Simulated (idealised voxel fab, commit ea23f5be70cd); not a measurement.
Process module heading - voxel wiring stack
It is cross-section cut that appears here, measuring 150 nm in width, its square cells being 5 nm in size.
Think of the cross-section as a grid of square cells. We describe it in bands, top to bottom, and each band covers one or more rows of those cells.
The band entry comprises the height of the band's top followed by the height of its bottom, expressed in nm, and subsequently the band's materials from left to right, each stated together with its width in nm. Where a single material is marked with the word "throughout", that material fills the band from edge to edge. The word "air" represents empty space.
Counting heights begins at 0, where everything beneath is, in the wafer as received, one material. The lowest band has no bottom; it goes on downwards, as "0 nm and below" shows.
The width entry "30 to 40" should be interpreted row by row: the top row of cells in the band takes the first number, the bottom row takes the second number, and the change between adjacent rows is uniform throughout.
A step reported as "nothing altered" is a step in which no cell of the cross-section changed.
Entry "Closed void roster". Content: empty spaces with no open connection to the top, size 8 cells or greater. Each: width x height at distance. Distance: from left edge. Unit: nm.
Heads up: the bit after the settings on a step's line is the simulator's remark on that step.
Each step line may optionally specify "overlay nm", which for a step with a mask gives the rightward distance between the mask's planned place and where it lay, a negative value indicating the leftward direction.

Plan:
- 1: RECEIVE [material Si]
- 2: CONFORMAL_DEP [material SiO2] [thk nm 10]
- 3: DIRECTIONAL_DEP [material TiN] [thk nm 5]
- 4: DIRECTIONAL_DEP [material W] [thk nm 20]
- 5: DIRECTIONAL_DEP [material aC] [thk nm 15]
- 6: PATTERN [tone cover] [mask id METAL_1] [material resist] [width nm 30] [pitch nm 50] [thk nm 30] [overlay nm 0]
- 7: DIRECTIONAL_ETCH [etch materials aC] [depth nm 15]
- 8: STRIP [etch materials resist]
- 9: DIRECTIONAL_ETCH [etch materials W] [depth nm 20]
- 10: DIRECTIONAL_ETCH [etch materials TiN] [depth nm 5]
- 11: STRIP [etch materials aC]
- 12: CONFORMAL_DEP [material SiCN] [thk nm 5]
- 13: FILL_DEP [material SiO2] [thk nm 5]
- 14: CMP [height nm 35]
- 15: CONFORMAL_DEP [material SiCN] [thk nm 5]
- 16: DIRECTIONAL_DEP [material lowk] [thk nm 20]
- 17: MASKED_ETCH [tone open] [mask id PLUG_1] [width nm 15] [etch materials lowk] [depth nm 20] [overlay nm 0]
- 18: MASKED_ETCH [tone open] [mask id PLUG_1] [width nm 15] [etch materials SiCN] [depth nm 5] [overlay nm -15]
- 19: CONFORMAL_DEP [material TiN] [thk nm 5]
- 20: FILL_DEP [material Cu] [thk nm 5]
- 21: CMP [height nm 60]
- 22: CONFORMAL_DEP [material SiCN] [thk nm 5]
- 23: DIRECTIONAL_DEP [material lowk] [thk nm 20]
- 24: MASKED_ETCH [tone open] [mask id METAL_2] [width nm 30] [pitch nm 50] [etch materials lowk] [depth nm 20] [overlay nm 0]
- 25: MASKED_ETCH [tone open] [mask id METAL_2] [width nm 30] [pitch nm 50] [etch materials SiCN] [depth nm 5] [overlay nm 0]
- 26: CONFORMAL_DEP [material TiN] [thk nm 5]
- 27: FILL_DEP [material Ru] [thk nm 5]
- 28: CMP [height nm 85]
- 29: CONFORMAL_DEP [material SiCN] [thk nm 5]
- 30: DIRECTIONAL_DEP [material SiO2] [thk nm 10]
- 31: PATTERN [tone open] [mask id PLUG_2] [material resist] [width nm 15] [pitch nm 50] [thk nm 20] [overlay nm 0]
- 32: DIRECTIONAL_ETCH [etch materials SiO2] [depth nm 10]
- 33: DIRECTIONAL_ETCH [etch materials SiCN] [depth nm 5]
- 34: STRIP [etch materials resist]
- 35: CONFORMAL_DEP [material TiN] [thk nm 5]
- 36: FILL_DEP [material Ru] [thk nm 10]
- 37: CMP [height nm 100]
- 38: CONFORMAL_DEP [material SiN] [thk nm 5]
- 39: DIRECTIONAL_DEP [material SiO2] [thk nm 25]
- 40: PATTERN [tone open] [mask id METAL_3] [material resist] [width nm 30] [pitch nm 50] [thk nm 20] [overlay nm 0]
- 41: DIRECTIONAL_ETCH [etch materials SiO2] [depth nm 25]
- 42: DIRECTIONAL_ETCH [etch materials SiN] [depth nm 5]
- 43: STRIP [etch materials resist]
- 44: CONFORMAL_DEP [material TiN] [thk nm 5]
- 45: FILL_DEP [material Cu] [thk nm 5]
- 46: CMP [height nm 130]
- 47: CONFORMAL_DEP [material SiCN] [thk nm 5]
varied across the wafers: overlay nm of step 18. The plan shows the first wafer's value. All wafers start alike

As received, i.e. after step 1: cross-section through the first of several wafers:
* 0 nm and below | Si throughout
* Closed void roster: none

Module finished, last step 47 done: cross-section of the first of several wafers:
* 135 nm to 130 nm | SiCN throughout
* 130 nm to 105 nm | 35 nm SiO2 / 5 nm TiN / 20 nm Cu / 5 nm TiN / 20 nm SiO2 / 5 nm TiN / 20 nm Cu / 5 nm TiN / 35 nm SiO2
* 105 nm to 100 nm | 35 nm SiN / 30 nm TiN / 20 nm SiN / 30 nm TiN / 35 nm SiN
* 100 nm to 90 nm | 35 nm SiO2 / 5 nm TiN / 5 nm Ru / 5 nm TiN / 35 nm SiO2 / 5 nm TiN / 5 nm Ru / 5 nm TiN / 50 nm SiO2
* 90 nm to 85 nm | 35 nm SiCN / 15 nm TiN / 35 nm SiCN / 15 nm TiN / 50 nm SiCN
* 85 nm to 65 nm | 35 nm lowk / 5 nm TiN / 20 nm Ru / 5 nm TiN / 20 nm lowk / 5 nm TiN / 20 nm Ru / 5 nm TiN / 35 nm lowk
* 65 nm to 60 nm | 35 nm SiCN / 30 nm TiN / 20 nm SiCN / 30 nm TiN / 35 nm SiCN
* 60 nm to 45 nm | 35 nm lowk / 5 nm TiN / 5 nm Cu / 5 nm TiN / 100 nm lowk
* 45 nm to 40 nm | 35 nm lowk / 15 nm TiN / 100 nm lowk
* 40 nm to 35 nm | SiCN throughout
* 35 nm to 15 nm | 30 nm SiO2 / 5 nm SiCN / 30 nm W / 5 nm SiCN / 10 nm SiO2 / 5 nm SiCN / 30 nm W / 5 nm SiCN / 30 nm SiO2
* 15 nm to 10 nm | 35 nm SiCN / 30 nm TiN / 20 nm SiCN / 30 nm TiN / 35 nm SiCN
* 10 nm to 0 nm | SiO2 throughout
* 0 nm and below | Si throughout
* Closed void roster: none

X-section, last wafer, module end:
* 135 nm to 130 nm | SiCN throughout
* 130 nm to 105 nm | 35 nm SiO2 / 5 nm TiN / 20 nm Cu / 5 nm TiN / 20 nm SiO2 / 5 nm TiN / 20 nm Cu / 5 nm TiN / 35 nm SiO2
* 105 nm to 100 nm | 35 nm SiN / 30 nm TiN / 20 nm SiN / 30 nm TiN / 35 nm SiN
* 100 nm to 90 nm | 35 nm SiO2 / 5 nm TiN / 5 nm Ru / 5 nm TiN / 35 nm SiO2 / 5 nm TiN / 5 nm Ru / 5 nm TiN / 50 nm SiO2
* 90 nm to 85 nm | 35 nm SiCN / 15 nm TiN / 35 nm SiCN / 15 nm TiN / 50 nm SiCN
* 85 nm to 65 nm | 35 nm lowk / 5 nm TiN / 20 nm Ru / 5 nm TiN / 20 nm lowk / 5 nm TiN / 20 nm Ru / 5 nm TiN / 35 nm lowk
* 65 nm to 60 nm | 35 nm SiCN / 30 nm TiN / 20 nm SiCN / 30 nm TiN / 35 nm SiCN
* 60 nm to 45 nm | 35 nm lowk / 5 nm TiN / 5 nm Cu / 5 nm TiN / 100 nm lowk
* 45 nm to 40 nm | 35 nm lowk / 15 nm TiN / 100 nm lowk
* 40 nm to 35 nm | SiCN throughout
* 35 nm to 15 nm | 30 nm SiO2 / 5 nm SiCN / 30 nm W / 5 nm SiCN / 10 nm SiO2 / 5 nm SiCN / 30 nm W / 5 nm SiCN / 30 nm SiO2
* 15 nm to 10 nm | 35 nm SiCN / 30 nm TiN / 20 nm SiCN / 30 nm TiN / 35 nm SiCN
* 10 nm to 0 nm | SiO2 throughout
* 0 nm and below | Si throughout
* Closed void roster: none

Take any row and you have a wafer at the end of the module: how many cells of each material it has gained (+) or lost (-) since it was received, and then its closed voids:
overlay nm -15; +43 Cu; +36 Ru; +136 SiCN; +18 SiN; +254 SiO2; +95 TiN; +48 W; +180 lowk; Closed void roster: none
overlay nm -10; +43 Cu; +36 Ru; +135 SiCN; +18 SiN; +254 SiO2; +96 TiN; +48 W; +180 lowk; Closed void roster: none
overlay nm -5; +43 Cu; +36 Ru; +134 SiCN; +18 SiN; +254 SiO2; +97 TiN; +48 W; +180 lowk; Closed void roster: none
overlay nm 0; +44 Cu; +36 Ru; +133 SiCN; +18 SiN; +254 SiO2; +97 TiN; +48 W; +180 lowk; Closed void roster: none
overlay nm 5; +43 Cu; +36 Ru; +134 SiCN; +18 SiN; +254 SiO2; +97 TiN; +48 W; +180 lowk; Closed void roster: none
overlay nm 10; +43 Cu; +36 Ru; +135 SiCN; +18 SiN; +254 SiO2; +96 TiN; +48 W; +180 lowk; Closed void roster: none
overlay nm 15; +43 Cu; +36 Ru; +136 SiCN; +18 SiN; +254 SiO2; +95 TiN; +48 W; +180 lowk; Closed void roster: none
